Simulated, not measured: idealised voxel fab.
Process module name: voxel gate over fins
Cross-section cut: width 230 nm, square cells of 5 nm.
How to read a cross-section here: the picture is a grid of square cells, written as bands going from the top down, and any band can span one or more rows of cells.
Band: top and bottom heights (nm) first, top before bottom; then materials from left to right, widths in nm. "throughout" marks a sole material filling the band edge to edge. "air" denotes empty space.
Heads up on the height convention: 0 is the point under which the incoming wafer is all one material, and the lowest band has no bottom, it just keeps going down, like "0 down".
Note: "30..40" means the width goes from the first number (top row of the band) to the second number (bottom row) in equal steps per row of cells.
"changes: none", as given for a step, is the statement that not any cell of the cross-section underwent a change during that step.
If an empty space has no open way to the top and is at least 8 cells in size, "Fully enclosed voids" lists it, written width x height at distance, where distance is measured from the left edge and every value is in nm.
after a step's settings: what the simulator itself notes on the step
overlay nm: mask right of planned place by this much (step with mask). Neg. = left.
-- Planned process steps
1: RECEIVE,material Si
2: CONFORMAL_DEP,material SiN,thk nm 5
3: DIRECTIONAL_DEP,material aC,thk nm 10
4: PATTERN,tone cover,mask id FINS,material resist,width nm 15,pitch nm 45,thk nm 25,overlay nm 0
5: DIRECTIONAL_ETCH,etch materials aC,depth nm 10
6: STRIP,etch materials resist
7: DIRECTIONAL_ETCH,etch materials SiN,depth nm 5
8: DIRECTIONAL_ETCH,etch materials Si,depth nm 35
9: STRIP,etch materials aC
10: OXIDIZE,depth nm 5
11: FILL_DEP,material SiO2,thk nm 15
12: CMP,height nm 5
13: SELECTIVE_ETCH,etch materials SiO2,depth nm 20
14: STRIP,etch materials SiN
15: CONFORMAL_DEP,material HfO2,thk nm 5
16: CONFORMAL_DEP,material TiN,thk nm 5
17: FILL_DEP,material W,thk nm 15
18: CMP,height nm 20
19: CONFORMAL_DEP,material SiN,thk nm 5
-- Cross-section of the incoming wafer, state after step 1
* 0 down: Si throughout
* Fully enclosed voids: none
-- Module complete - cross-section of the first of two wafers, run according to plan
* 25 to 20: SiN throughout
* 20 to 10: W throughout
* 10 to 5: W: 55, TiN: 25, W: 20, TiN: 25, W: 20, TiN: 25, W: 60
* 5 to 0: W: 55, TiN: 5, HfO2: 15, TiN: 5, W: 20, TiN: 5, HfO2: 15, TiN: 5, W: 20, TiN: 5, HfO2: 15, TiN: 5, W: 60
* 0 to -5: W: 55, TiN: 5, HfO2: 5, Si: 5, HfO2: 5, TiN: 5, W: 20, TiN: 5, HfO2: 5, Si: 5, HfO2: 5, TiN: 5, W: 20, TiN: 5, HfO2: 5, Si: 5, HfO2: 5, TiN: 5, W: 60
* -5 to -10: TiN: 60, HfO2: 5, Si: 5, HfO2: 5, TiN: 30, HfO2: 5, Si: 5, HfO2: 5, TiN: 30, HfO2: 5, Si: 5, HfO2: 5, TiN: 65
* -10 to -15: HfO2: 65, Si: 5, HfO2: 40, Si: 5, HfO2: 40, Si: 5, HfO2: 70
* -15 to -40: SiO2: 65, Si: 5, SiO2: 40, Si: 5, SiO2: 40, Si: 5, SiO2: 70
* -40 down: Si throughout
* Fully enclosed voids: none
-- Here's the second of our two wafers sectioned at module end. Same start as the first, same plan, but one mistake got made running it
* 25 to 20: SiN throughout
* 20 to 10: W throughout
* 10 to 5: W: 55, TiN: 25, W: 20, TiN: 25, W: 20, TiN: 25, W: 60
* 5 to 0: W: 55, TiN: 5, HfO2: 15, TiN: 5, W: 20, TiN: 5, HfO2: 15, TiN: 5, W: 20, TiN: 5, HfO2: 15, TiN: 5, W: 60
* 0 to -5: W: 55, TiN: 5, HfO2: 5, Si: 5, HfO2: 5, TiN: 5, W: 20, TiN: 5, HfO2: 5, Si: 5, HfO2: 5, TiN: 5, W: 20, TiN: 5, HfO2: 5, Si: 5, HfO2: 5, TiN: 5, W: 60
* -5 to -10: TiN: 60, HfO2: 5, Si: 5, HfO2: 5, TiN: 30, HfO2: 5, Si: 5, HfO2: 5, TiN: 30, HfO2: 5, Si: 5, HfO2: 5, TiN: 65
* -10 to -15: HfO2: 65, Si: 5, HfO2: 40, Si: 5, HfO2: 40, Si: 5, HfO2: 70
* -15 to -30: SiO2: 65, Si: 5, SiO2: 40, Si: 5, SiO2: 40, Si: 5, SiO2: 70
* -30 down: Si throughout
* Fully enclosed voids: none
Diagnosis: step 8 was not run as planned; what actually ran was DIRECTIONAL_ETCH,etch materials Si,depth nm 25
Bottom line after processing is that, in cells, the second wafer is up or down on some materials versus the first: Si +86 | SiO2 -86
